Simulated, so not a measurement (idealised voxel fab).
process module | voxel transistor to metal
cross-section cut | 185 nm wide | cells 5 nm
A cross-section is a grid of square cells, given in bands from the top down. A band is one or more rows of cells.
Each band's line starts with the height of the band's top and of its bottom, in nm. Then come its materials from left to right, each with its width in nm. One material with "throughout" fills the band from edge to edge. "air" is empty space.
Height 0 is the level under which the wafer as received is all one material. The lowest band goes on downwards, as in "0 down".
A width such as "30 to 40" changes by the same amount from each row of cells to the next, from the band's top row to its bottom row.
"no change" after a step means that no cell of the cross-section changed.
closed voids: empty space of 8 cells or more with no open way to the top, each as width x height at its distance from the left edge, in nm
after a step's settings: what the simulator itself notes on the step
overlay nm, on a step with a mask: how far to the right of its planned place the mask lay; to the left if negative
Each pair below shows a cross-section before one step and the cross-section after it, down to the lowest band that changed. The line under each pair gives the step between them, with its settings. The pairs can come from different runs of this module on the same starting wafer, so a pair continues from the pair above only where its "before" says so.
before
  95 to 80: SiO2 45 | air 20 | SiO2 55 | air 20 | SiO2 45
  80 to 65: SiO2 throughout
  65 to 60: SiCN throughout
  60 to 45: SiO2 45 | TiN 5 | Ru 10 | TiN 5 | SiO2 55 | TiN 5 | Ru 10 | TiN 5 | SiO2 45
  45 to 40: SiN 45 | TiN 20 | SiN 55 | TiN 20 | SiN 45
  40 to 30: SiO2 45 | TiN 5 | Ru 25 to 15 | TiN 5 to 15 | SiO2 25 | TiN 5 to 15 | Ru 25 to 15 | TiN 5 | SiO2 45
  30 to 20: SiO2 45 | TiN 5 | Ru 15 | TiN 5 | SiN 10 | SiO2 5 | SiCN 15 | SiO2 5 | SiN 10 | TiN 5 | Ru 15 | TiN 5 | SiO2 45
  20 to 0: SiO2 45 | TiN 5 | Ru 15 | TiN 5 | SiN 10 | SiO2 5 | polySi 15 | SiO2 5 | SiN 10 | TiN 5 | Ru 15 | TiN 5 | SiO2 45
  0 to -5: SiO2 45 | TiN 25 | SiN 10 | SiO2 5 | polySi 15 | SiO2 5 | SiN 10 | TiN 25 | SiO2 45
  -5 to -10: SiO2 35 | SiGe 35 | SiO2 45 | SiGe 35 | SiO2 35
  -10 to -40: SiO2 40 | Si 105 | SiO2 40
  -40 down: Si throughout
  closed voids: none
after
  115 to 95: resist 40 | air 15 | resist 60 | air 15 | resist 55
  95 to 80: SiO2 45 | air 10 | resist 10 | SiO2 55 | air 10 | resist 10 | SiO2 45
  below 80: unchanged
  closed voids: none
the step between: op PATTERN | tone open | mask id METAL_2_HOLES | material resist | width nm 15 | pitch nm 75 | thk nm 20 | overlay nm -5
before: the cross-section after the pair above
after
  115 to 95: resist 40 | air 15 | resist 60 | air 15 | resist 55
  95 to 80: SiO2 40 | air 15 | resist 10 | SiO2 50 | air 15 | resist 10 | SiO2 45
  80 to 65: SiO2 45 | air 10 | SiO2 65 | air 10 | SiO2 55
  below 65: unchanged
  closed voids: none
the step between: op DIRECTIONAL_ETCH | etch materials SiO2 | depth nm 15
before: the cross-section after the pair above
after
  115 to 95: resist 40 | air 15 | resist 60 | air 15 | resist 55
  95 to 80: SiO2 40 | air 15 | resist 10 | SiO2 50 | air 15 | resist 10 | SiO2 45
  80 to 65: SiO2 45 | air 10 | SiO2 65 | air 10 | SiO2 55
  65 to 60: SiCN 45 | air 10 | SiCN 65 | air 10 | SiCN 55
  below 60: unchanged
  closed voids: none
the step between: op DIRECTIONAL_ETCH | etch materials SiCN | depth nm 5
before: the cross-section after the pair above
after
  95 to 80: SiO2 40 | air 25 | SiO2 50 | air 25 | SiO2 45
  below 80: unchanged
  closed voids: none
the step between: op STRIP | etch materials resist
before: the cross-section after the pair above
after
  100 to 95: TiN 45 | air 15 | TiN 60 | air 15 | TiN 50
  95 to 85: SiO2 40 | TiN 5 | air 15 | TiN 5 | SiO2 50 | TiN 5 | air 15 | TiN 5 | SiO2 45
  85 to 80: SiO2 40 | TiN 25 | SiO2 50 | TiN 25 | SiO2 45
  80 to 65: SiO2 45 | TiN 10 | SiO2 65 | TiN 10 | SiO2 55
  65 to 60: SiCN 45 | TiN 10 | SiCN 65 | TiN 10 | SiCN 55
  below 60: unchanged
  closed voids: none
the step between: op CONFORMAL_DEP | material TiN | thk nm 5
before: the cross-section after the pair above
after
  105 to 100: Ru throughout
  100 to 95: TiN 45 | Ru 15 | TiN 60 | Ru 15 | TiN 50
  95 to 85: SiO2 40 | TiN 5 | Ru 15 | TiN 5 | SiO2 50 | TiN 5 | Ru 15 | TiN 5 | SiO2 45
  below 85: unchanged
  closed voids: none
the step between: op FILL_DEP | material Ru | thk nm 5
before: the cross-section after the pair above
after
  95 to 85: SiO2 40 | TiN 5 | Ru 15 | TiN 5 | SiO2 50 | TiN 5 | Ru 15 | TiN 5 | SiO2 45
  below 85: unchanged
  closed voids: none
the step between: op CMP | height nm 95
before: the cross-section after the pair above
after
  100 to 95: SiN throughout
  below 95: unchanged
  closed voids: none
the step between: op CONFORMAL_DEP | material SiN | thk nm 5
before
  30 to 20: SiO2 70 | SiN 10 | SiO2 5 | SiCN 15 | SiO2 5 | SiN 10 | SiO2 70
  20 to -5: SiO2 70 | SiN 10 | SiO2 5 | polySi 15 | SiO2 5 | SiN 10 | SiO2 70
  -5 to -10: SiO2 35 | SiGe 35 | SiO2 45 | SiGe 35 | SiO2 35
  -10 to -40: SiO2 40 | Si 105 | SiO2 40
  -40 down: Si throughout
  closed voids: none
after
  40 to 30: Ru throughout
  below 30: unchanged
  closed voids: none
the step between: op DIRECTIONAL_DEP | material Ru | thk nm 10
before: the cross-section after the pair above
after
  50 to 40: aC throughout
  below 40: unchanged
  closed voids: none
the step between: op DIRECTIONAL_DEP | material aC | thk nm 10
before: the cross-section after the pair above
after
  75 to 50: resist 45 | air 35 | resist 25 | air 35 | resist 45
  below 50: unchanged
  closed voids: none
the step between: op PATTERN | tone open | mask id CONTACT | material resist | width nm 35 | pitch nm 60 | thk nm 25 | overlay nm 0
before: the cross-section after the pair above
after
  65 to 50: resist 45 | air 35 | resist 25 | air 35 | resist 45
  50 to 40: aC 45 | air 35 | aC 25 | air 35 | aC 45
  below 40: unchanged
  closed voids: none
the step between: op DIRECTIONAL_ETCH | etch materials aC | depth nm 10
before: the cross-section after the pair above
after
  50 to 40: aC 45 | air 35 | aC 25 | air 35 | aC 45
  below 40: unchanged
  closed voids: none
the step between: op STRIP | etch materials resist
before: the cross-section after the pair above
after
  40 to 30: Ru throughout
  below 30: unchanged
  closed voids: none
the step between: op STRIP | etch materials aC
before: the cross-section after the pair above
after
  45 to 40: TiN throughout
  below 40: unchanged
  closed voids: none
the step between: op CONFORMAL_DEP | material TiN | thk nm 5
before: the cross-section after the pair above
after
  55 to 45: Ru throughout
  below 45: unchanged
  closed voids: none
the step between: op FILL_DEP | material Ru | thk nm 10
before: the cross-section after the pair above
after
  40 to 30: Ru throughout
  below 30: unchanged
  closed voids: none
the step between: op CMP | height nm 40
before: the cross-section after the pair above
after
  45 to 40: SiN throughout
  below 40: unchanged
  closed voids: none
the step between: op CONFORMAL_DEP | material SiN | thk nm 5
before: the cross-section after the pair above
after
  60 to 45: SiO2 throughout
  below 45: unchanged
  closed voids: none
the step between: op DIRECTIONAL_DEP | material SiO2 | thk nm 15
before: the cross-section after the pair above
after
  60 to 45: SiO2 45 | air 20 | SiO2 55 | air 20 | SiO2 45
  below 45: unchanged
  closed voids: none
the step between: op MASKED_ETCH | tone open | mask id METAL_1 | width nm 20 | pitch nm 75 | etch materials SiO2 | depth nm 15 | overlay nm 0
before: the cross-section after the pair above
after
  60 to 45: SiO2 45 | air 20 | SiO2 55 | air 20 | SiO2 45
  45 to 40: SiN 45 | air 20 | SiN 55 | air 20 | SiN 45
  below 40: unchanged
  closed voids: none
the step between: op MASKED_ETCH | tone open | mask id METAL_1 | width nm 20 | pitch nm 75 | etch materials SiN | depth nm 5 | overlay nm 0
before: the cross-section after the pair above
after
  65 to 60: TiN 50 | air 10 | TiN 65 | air 10 | TiN 50
  60 to 45: SiO2 45 | TiN 5 | air 10 | TiN 5 | SiO2 55 | TiN 5 | air 10 | TiN 5 | SiO2 45
  45 to 40: SiN 45 | TiN 20 | SiN 55 | TiN 20 | SiN 45
  below 40: unchanged
  closed voids: none
the step between: op CONFORMAL_DEP | material TiN | thk nm 5
before: the cross-section after the pair above
after
  75 to 65: Ru throughout
  65 to 60: TiN 50 | Ru 10 | TiN 65 | Ru 10 | TiN 50
  60 to 45: SiO2 45 | TiN 5 | Ru 10 | TiN 5 | SiO2 55 | TiN 5 | Ru 10 | TiN 5 | SiO2 45
  below 45: unchanged
  closed voids: none
the step between: op FILL_DEP | material Ru | thk nm 10
before: the cross-section after the pair above
after
  60 to 45: SiO2 45 | TiN 5 | Ru 10 | TiN 5 | SiO2 55 | TiN 5 | Ru 10 | TiN 5 | SiO2 45
  below 45: unchanged
  closed voids: none
the step between: op CMP | height nm 60
before: the cross-section after the pair above
after
  65 to 60: SiCN throughout
  below 60: unchanged
  closed voids: none
the step between: op CONFORMAL_DEP | material SiCN | thk nm 5
before: the cross-section after the pair above
after
  95 to 65: SiO2 throughout
  below 65: unchanged
  closed voids: none
the step between: op DIRECTIONAL_DEP | material SiO2 | thk nm 30
before: the cross-section after the pair above
after
  95 to 80: SiO2 45 | air 20 | SiO2 55 | air 20 | SiO2 45
  below 80: unchanged
  closed voids: none
the step between: op MASKED_ETCH | tone open | mask id METAL_2 | width nm 20 | pitch nm 75 | etch materials SiO2 | depth nm 15 | overlay nm 0
before: the cross-section after the pair above
after
  115 to 95: resist 45 | air 15 | resist 60 | air 15 | resist 50
  95 to 80: SiO2 45 | air 15 | resist 5 | SiO2 55 | air 15 | resist 5 | SiO2 45
  below 80: unchanged
  closed voids: none
the step between: op PATTERN | tone open | mask id METAL_2_HOLES | material resist | width nm 15 | pitch nm 75 | thk nm 20 | overlay nm 0
before: the cross-section after the pair above
after
  115 to 95: resist 45 | air 15 | resist 60 | air 15 | resist 50
  95 to 80: SiO2 45 | air 15 | resist 5 | SiO2 55 | air 15 | resist 5 | SiO2 45
  80 to 65: SiO2 45 | air 15 | SiO2 60 | air 15 | SiO2 50
  below 65: unchanged
  closed voids: none
the step between: op DIRECTIONAL_ETCH | etch materials SiO2 | depth nm 15
before: the cross-section after the pair above
after
  115 to 95: resist 45 | air 15 | resist 60 | air 15 | resist 50
  95 to 80: SiO2 45 | air 15 | resist 5 | SiO2 55 | air 15 | resist 5 | SiO2 45
  80 to 65: SiO2 45 | air 15 | SiO2 60 | air 15 | SiO2 50
  65 to 60: SiCN 45 | air 15 | SiCN 60 | air 15 | SiCN 50
  below 60: unchanged
  closed voids: none
the step between: op DIRECTIONAL_ETCH | etch materials SiCN | depth nm 5
before: the cross-section after the pair above
after
  95 to 80: SiO2 45 | air 20 | SiO2 55 | air 20 | SiO2 45
  below 80: unchanged
  closed voids: none
the step between: op STRIP | etch materials resist
before: the cross-section after the pair above
after
  100 to 95: TiN 50 | air 10 | TiN 65 | air 10 | TiN 50
  95 to 85: SiO2 45 | TiN 5 | air 10 | TiN 5 | SiO2 55 | TiN 5 | air 10 | TiN 5 | SiO2 45
  85 to 80: SiO2 45 | TiN 5 | air 5 | TiN 10 | SiO2 55 | TiN 5 | air 5 | TiN 10 | SiO2 45
  80 to 65: SiO2 45 | TiN 5 | air 5 | TiN 5 | SiO2 60 | TiN 5 | air 5 | TiN 5 | SiO2 50
  65 to 60: SiCN 45 | TiN 15 | SiCN 60 | TiN 15 | SiCN 50
  below 60: unchanged
  closed voids: none
the step between: op CONFORMAL_DEP | material TiN | thk nm 5
before: the cross-section after the pair above
after
  105 to 100: Ru throughout
  100 to 95: TiN 50 | Ru 10 | TiN 65 | Ru 10 | TiN 50
  95 to 85: SiO2 45 | TiN 5 | Ru 10 | TiN 5 | SiO2 55 | TiN 5 | Ru 10 | TiN 5 | SiO2 45
  85 to 80: SiO2 45 | TiN 5 | Ru 5 | TiN 10 | SiO2 55 | TiN 5 | Ru 5 | TiN 10 | SiO2 45
  80 to 65: SiO2 45 | TiN 5 | Ru 5 | TiN 5 | SiO2 60 | TiN 5 | Ru 5 | TiN 5 | SiO2 50
  below 65: unchanged
  closed voids: none
the step between: op FILL_DEP | material Ru | thk nm 5
before: the cross-section after the pair above
after
  95 to 85: SiO2 45 | TiN 5 | Ru 10 | TiN 5 | SiO2 55 | TiN 5 | Ru 10 | TiN 5 | SiO2 45
  below 85: unchanged
  closed voids: none
the step between: op CMP | height nm 95
before: the cross-section after the pair above
after
  100 to 95: SiN throughout
  below 95: unchanged
  closed voids: none
the step between: op CONFORMAL_DEP | material SiN | thk nm 5
before
  95 to 65: SiO2 throughout
  65 to 60: SiCN throughout
  60 to 45: SiO2 45 | TiN 5 | Ru 10 | TiN 5 | SiO2 55 | TiN 5 | Ru 10 | TiN 5 | SiO2 45
  45 to 40: SiN 45 | TiN 20 | SiN 55 | TiN 20 | SiN 45
  40 to 30: SiO2 45 | TiN 5 | Ru 25 to 15 | TiN 5 to 15 | SiO2 25 | TiN 5 to 15 | Ru 25 to 15 | TiN 5 | SiO2 45
  30 to 20: SiO2 45 | TiN 5 | Ru 15 | TiN 5 | SiN 10 | SiO2 5 | SiCN 15 | SiO2 5 | SiN 10 | TiN 5 | Ru 15 | TiN 5 | SiO2 45
  20 to 0: SiO2 45 | TiN 5 | Ru 15 | TiN 5 | SiN 10 | SiO2 5 | polySi 15 | SiO2 5 | SiN 10 | TiN 5 | Ru 15 | TiN 5 | SiO2 45
  0 to -5: SiO2 45 | TiN 25 | SiN 10 | SiO2 5 | polySi 15 | SiO2 5 | SiN 10 | TiN 25 | SiO2 45
  -5 to -10: SiO2 35 | SiGe 35 | SiO2 45 | SiGe 35 | SiO2 35
  -10 to -40: SiO2 40 | Si 105 | SiO2 40
  -40 down: Si throughout
  closed voids: none
after
  95 to 80: air 45 | SiO2 20 | air 55 | SiO2 20 | air 45
  below 80: unchanged
  closed voids: none
the step between: op MASKED_ETCH | tone cover | mask id METAL_2 | width nm 20 | pitch nm 75 | etch materials SiO2 | depth nm 15 | overlay nm 0
before: the cross-section after the pair above
after
  115 to 95: resist 45 | air 15 | resist 60 | air 15 | resist 50
  95 to 80: resist 45 | SiO2 20 | resist 55 | SiO2 20 | resist 45
  below 80: unchanged
  closed voids: none
the step between: op PATTERN | tone open | mask id METAL_2_HOLES | material resist | width nm 15 | pitch nm 75 | thk nm 20 | overlay nm 0
before: the cross-section after the pair above
after
  115 to 95: resist 45 | air 15 | resist 60 | air 15 | resist 50
  95 to 80: resist 45 | air 15 | SiO2 5 | resist 55 | air 15 | SiO2 5 | resist 45
  below 80: unchanged
  closed voids: none
the step between: op DIRECTIONAL_ETCH | etch materials SiO2 | depth nm 15
before: the cross-section after the pair above
after
  95 to 80: air 60 | SiO2 5 | air 70 | SiO2 5 | air 45
  below 80: unchanged
  closed voids: none
the step between: op STRIP | etch materials resist
before: the cross-section after the pair above
after
  100 to 95: air 55 | TiN 15 | air 60 | TiN 15 | air 40
  95 to 85: air 55 | TiN 5 | SiO2 5 | TiN 5 | air 60 | TiN 5 | SiO2 5 | TiN 5 | air 40
  85 to 80: TiN 60 | SiO2 5 | TiN 70 | SiO2 5 | TiN 45
  below 80: unchanged
  closed voids: none
the step between: op CONFORMAL_DEP | material TiN | thk nm 5
before: the cross-section after the pair above
after
  105 to 100: Ru throughout
  100 to 95: Ru 55 | TiN 15 | Ru 60 | TiN 15 | Ru 40
  95 to 85: Ru 55 | TiN 5 | SiO2 5 | TiN 5 | Ru 60 | TiN 5 | SiO2 5 | TiN 5 | Ru 40
  below 85: unchanged
  closed voids: none
the step between: op FILL_DEP | material Ru | thk nm 5
before: the cross-section after the pair above
after
  95 to 85: Ru 55 | TiN 5 | SiO2 5 | TiN 5 | Ru 60 | TiN 5 | SiO2 5 | TiN 5 | Ru 40
  below 85: unchanged
  closed voids: none
the step between: op CMP | height nm 95
before: the cross-section after the pair above
after
  100 to 95: SiN throughout
  below 95: unchanged
  closed voids: none
the step between: op CONFORMAL_DEP | material SiN | thk nm 5
